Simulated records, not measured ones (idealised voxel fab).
This section sets out a process module, namely voxel self aligned contacts.
Cross-sectional view cut (width: 230 nm; square cell size: 5 nm).
Cross-section layout: square cells on a grid; listed as bands, top to bottom; a band spans one or more cell rows.
Each band's line starts with the height of the band's top and of its bottom, in nm. Then come its materials from left to right, each with its width in nm. One material with "full width" fills the band from edge to edge. "blank" is empty space.
We count height from 0. Below that, the starting wafer is all one material. The lowest band never ends at the bottom but goes on down; see "z 0 and below" for how that is written.
The expression "30 to 40" gives the width at the extremes of the band, the first number at its top row of cells and the second at its bottom row, with the width changing by equal amounts from each row to the next in between.
Given "remained the same" for a step, no cell of the cross-section differs between before and after that step.
The entry titled "Completely enclosed voids" provides the empty spaces that have no open way to the top, restricted to those of 8 cells or more. Each is presented as width x height at distance, the distance being measured from the left edge, with all three in nm.
Whatever follows a step's settings on its line is a remark the simulator itself makes about that step.
"overlay nm" answers the question of how far to the right of plan the mask lay on a step that has a mask, and when it is negative the answer is to the left.

HERE'S WHAT THE PLANNED PROCESS STEPS LOOK LIKE
| 1 | RECEIVE: material Si |
| 2 | OXIDIZE: depth nm 5 |
| 3 | DIRECTIONAL_DEP: material polySi, thk nm 30 |
| 4 | DIRECTIONAL_DEP: material SiN, thk nm 20 |
| 5 | MASKED_ETCH: tone cover, mask id GATE, width nm 25, pitch nm 55, etch materials SiN, depth nm 20, overlay nm 0 |
| 6 | MASKED_ETCH: tone cover, mask id GATE, width nm 25, pitch nm 55, etch materials polySi, depth nm 30, overlay nm 0 |
| 7 | CONFORMAL_DEP: material SiN, thk nm 5 |
| 8 | DIRECTIONAL_ETCH: etch materials SiN, depth nm 5 |
| 9 | FILL_DEP: material SiO2, thk nm 15 |
| 10 | CMP: height nm 60 |
| 11 | PATTERN: tone open, mask id CONTACT, material resist, width nm 40, thk nm 15, overlay nm 0 |
| 12 | DIRECTIONAL_ETCH: etch materials SiO2, depth nm 65 |
| 13 | STRIP: etch materials resist |
| 14 | CONFORMAL_DEP: material TiN, thk nm 5 |
| 15 | FILL_DEP: material Ru, thk nm 10 |
| 16 | CMP: height nm 60 |
| 17 | CONFORMAL_DEP: material SiCN, thk nm 5 |

WHAT FOLLOWS COVERS THE FIRST OF TWO WAFERS; IT RAN AS PLANNED

CROSS-SECTION: WAFER ON ARRIVAL = AFTER STEP 1
> z 0 and below | Si full width
> Completely enclosed voids: none

SECTIONAL VIEW: WAFER, AFTER STEP 2
> z 0 to -5 | SiO2 full width
> At heights below -5, the structure remains unaltered.

SECTIONAL VIEW: WAFER, AFTER STEP 3
> z 30 to 0 | polySi full width
> At heights below 0, the structure remains unaltered.

SECTIONAL VIEW: WAFER, AFTER STEP 4
> z 50 to 30 | SiN full width
> At heights below 30, the structure remains unaltered.

SECTIONAL VIEW: WAFER, AFTER STEP 5
> z 50 to 30 | 75 of blank, 25 of SiN, 30 of blank, 25 of SiN, 75 of blank
> At heights below 30, the structure remains unaltered.

SECTIONAL VIEW: WAFER, AFTER STEP 6
> z 50 to 30 | 75 of blank, 25 of SiN, 30 of blank, 25 of SiN, 75 of blank
> z 30 to 0 | 75 of blank, 25 of polySi, 30 of blank, 25 of polySi, 75 of blank
> At heights below 0, the structure remains unaltered.

SECTIONAL VIEW: WAFER, AFTER STEP 7
> z 55 to 30 | 70 of blank, 35 of SiN, 20 of blank, 35 of SiN, 70 of blank
> z 30 to 5 | 70 of blank, 5 of SiN, 25 of polySi, 5 of SiN, 20 of blank, 5 of SiN, 25 of polySi, 5 of SiN, 70 of blank
> z 5 to 0 | 75 of SiN, 25 of polySi, 30 of SiN, 25 of polySi, 75 of SiN
> At heights below 0, the structure remains unaltered.

SECTIONAL VIEW: WAFER, AFTER STEP 8
> z 50 to 30 | 70 of blank, 35 of SiN, 20 of blank, 35 of SiN, 70 of blank
> z 30 to 0 | 70 of blank, 5 of SiN, 25 of polySi, 5 of SiN, 20 of blank, 5 of SiN, 25 of polySi, 5 of SiN, 70 of blank
> At heights below 0, the structure remains unaltered.

SECTIONAL VIEW: WAFER, AFTER STEP 9
> z 65 to 50 | SiO2 full width
> z 50 to 30 | 70 of SiO2, 35 of SiN, 20 of SiO2, 35 of SiN, 70 of SiO2
> z 30 to 0 | 70 of SiO2, 5 of SiN, 25 of polySi, 5 of SiN, 20 of SiO2, 5 of SiN, 25 of polySi, 5 of SiN, 70 of SiO2
> At heights below 0, the structure remains unaltered.

SECTIONAL VIEW: WAFER, AFTER STEP 10
> z 60 to 50 | SiO2 full width
> At heights below 50, the structure remains unaltered.

SECTIONAL VIEW: WAFER, AFTER STEP 11
> z 75 to 60 | 95 of resist, 40 of blank, 95 of resist
> At heights below 60, the structure remains unaltered.

SECTIONAL VIEW: WAFER, AFTER STEP 12
> z 75 to 60 | 95 of resist, 40 of blank, 95 of resist
> z 60 to 50 | 95 of SiO2, 40 of blank, 95 of SiO2
> z 50 to 30 | 70 of SiO2, 35 of SiN, 20 of blank, 35 of SiN, 70 of SiO2
> z 30 to 0 | 70 of SiO2, 5 of SiN, 25 of polySi, 5 of SiN, 20 of blank, 5 of SiN, 25 of polySi, 5 of SiN, 70 of SiO2
> z 0 to -5 | 105 of SiO2, 20 of blank, 105 of SiO2
> At heights below -5, the structure remains unaltered.

SECTIONAL VIEW: WAFER, AFTER STEP 13
> z 60 to 50 | 95 of SiO2, 40 of blank, 95 of SiO2
> At heights below 50, the structure remains unaltered.

SECTIONAL VIEW: WAFER, AFTER STEP 14
> z 65 to 60 | 100 of TiN, 30 of blank, 100 of TiN
> z 60 to 50 | 95 of SiO2, 5 to 15 of TiN, 30 to 10 of blank, 5 to 15 of TiN, 95 of SiO2
> z 50 to 30 | 70 of SiO2, 35 of SiN, 5 of TiN, 10 of blank, 5 of TiN, 35 of SiN, 70 of SiO2
> z 30 to 0 | 70 of SiO2, 5 of SiN, 25 of polySi, 5 of SiN, 5 of TiN, 10 of blank, 5 of TiN, 5 of SiN, 25 of polySi, 5 of SiN, 70 of SiO2
> z 0 to -5 | 105 of SiO2, 20 of TiN, 105 of SiO2
> At heights below -5, the structure remains unaltered.

SECTIONAL VIEW: WAFER, AFTER STEP 15
> z 75 to 65 | Ru full width
> z 65 to 60 | 100 of TiN, 30 of Ru, 100 of TiN
> z 60 to 50 | 95 of SiO2, 5 to 15 of TiN, 30 to 10 of Ru, 5 to 15 of TiN, 95 of SiO2
> z 50 to 30 | 70 of SiO2, 35 of SiN, 5 of TiN, 10 of Ru, 5 of TiN, 35 of SiN, 70 of SiO2
> z 30 to 0 | 70 of SiO2, 5 of SiN, 25 of polySi, 5 of SiN, 5 of TiN, 10 of Ru, 5 of TiN, 5 of SiN, 25 of polySi, 5 of SiN, 70 of SiO2
> At heights below 0, the structure remains unaltered.

SECTIONAL VIEW: WAFER, AFTER STEP 16
> z 60 to 50 | 95 of SiO2, 5 to 15 of TiN, 30 to 10 of Ru, 5 to 15 of TiN, 95 of SiO2
> At heights below 50, the structure remains unaltered.

SECTIONAL VIEW: WAFER, AFTER STEP 17
> z 65 to 60 | SiCN full width
> At heights below 60, the structure remains unaltered.

NOW THE OTHER WAFER: SAME START, SAME RECIPE, BUT WE MESSED UP ONE THING WHEN RUNNING IT. UP TO AND INCLUDING STEP 3 IT'S THE SAME AS THE FIRST ONE

CROSS-SECTIONAL VIEW OF THE SECOND WAFER AT THE INTENDED END TIME OF PROCESS STEP 4
> z 70 to 30 | SiN full width
> At heights below 30, the structure remains unaltered.

CROSS-SECTIONAL VIEW OF THE SECOND WAFER AT THE INTENDED END TIME OF PROCESS STEP 5
> z 70 to 50 | 75 of blank, 25 of SiN, 30 of blank, 25 of SiN, 75 of blank
> At heights below 50, the structure remains unaltered.

Cross-sectional view of the second wafer at the intended end time of process step 6: remained the same

CROSS-SECTIONAL VIEW OF THE SECOND WAFER AT THE INTENDED END TIME OF PROCESS STEP 7
> z 75 to 55 | 70 of blank, 35 of SiN, 20 of blank, 35 of SiN, 70 of blank
> z 55 to 30 | SiN full width
> At heights below 30, the structure remains unaltered.

CROSS-SECTIONAL VIEW OF THE SECOND WAFER AT THE INTENDED END TIME OF PROCESS STEP 8
> z 70 to 50 | 70 of blank, 35 of SiN, 20 of blank, 35 of SiN, 70 of blank
> At heights below 50, the structure remains unaltered.

CROSS-SECTIONAL VIEW OF THE SECOND WAFER AT THE INTENDED END TIME OF PROCESS STEP 9
> z 85 to 70 | SiO2 full width
> z 70 to 50 | 70 of SiO2, 35 of SiN, 20 of SiO2, 35 of SiN, 70 of SiO2
> At heights below 50, the structure remains unaltered.

CROSS-SECTIONAL VIEW OF THE SECOND WAFER AT THE INTENDED END TIME OF PROCESS STEP 10
> z 60 to 50 | 70 of SiO2, 35 of SiN, 20 of SiO2, 35 of SiN, 70 of SiO2
> At heights below 50, the structure remains unaltered.

CROSS-SECTIONAL VIEW OF THE SECOND WAFER AT THE INTENDED END TIME OF PROCESS STEP 11
> z 75 to 60 | 95 of resist, 40 of blank, 95 of resist
> At heights below 60, the structure remains unaltered.

CROSS-SECTIONAL VIEW OF THE SECOND WAFER AT THE INTENDED END TIME OF PROCESS STEP 12
> z 75 to 60 | 95 of resist, 40 of blank, 95 of resist
> z 60 to 50 | 70 of SiO2, 35 of SiN, 20 of blank, 35 of SiN, 70 of SiO2
> At heights below 50, the structure remains unaltered.

CROSS-SECTIONAL VIEW OF THE SECOND WAFER AT THE INTENDED END TIME OF PROCESS STEP 13
> z 60 to 50 | 70 of SiO2, 35 of SiN, 20 of blank, 35 of SiN, 70 of SiO2
> At heights below 50, the structure remains unaltered.

CROSS-SECTIONAL VIEW OF THE SECOND WAFER AT THE INTENDED END TIME OF PROCESS STEP 14
> z 65 to 60 | 110 of TiN, 10 of blank, 110 of TiN
> z 60 to 55 | 70 of SiO2, 35 of SiN, 5 of TiN, 10 of blank, 5 of TiN, 35 of SiN, 70 of SiO2
> z 55 to 50 | 70 of SiO2, 35 of SiN, 20 of TiN, 35 of SiN, 70 of SiO2
> At heights below 50, the structure remains unaltered.

CROSS-SECTIONAL VIEW OF THE SECOND WAFER AT THE INTENDED END TIME OF PROCESS STEP 15
> z 75 to 65 | Ru full width
> z 65 to 60 | 110 of TiN, 10 of Ru, 110 of TiN
> z 60 to 55 | 70 of SiO2, 35 of SiN, 5 of TiN, 10 of Ru, 5 of TiN, 35 of SiN, 70 of SiO2
> At heights below 55, the structure remains unaltered.

CROSS-SECTIONAL VIEW OF THE SECOND WAFER AT THE INTENDED END TIME OF PROCESS STEP 16
> z 60 to 55 | 70 of SiO2, 35 of SiN, 5 of TiN, 10 of Ru, 5 of TiN, 35 of SiN, 70 of SiO2
> At heights below 55, the structure remains unaltered.

CROSS-SECTIONAL VIEW OF THE SECOND WAFER AT THE INTENDED END TIME OF PROCESS STEP 17
> z 65 to 60 | SiCN full width
> At heights below 60, the structure remains unaltered.
Against the plan, the run slipped here: plan step 4 was conducted twice
Count the cells at the end and the second wafer has more or fewer of some materials than the first: Ru -26 | SiN +132 | SiO2 -296 | TiN -26 | polySi +216
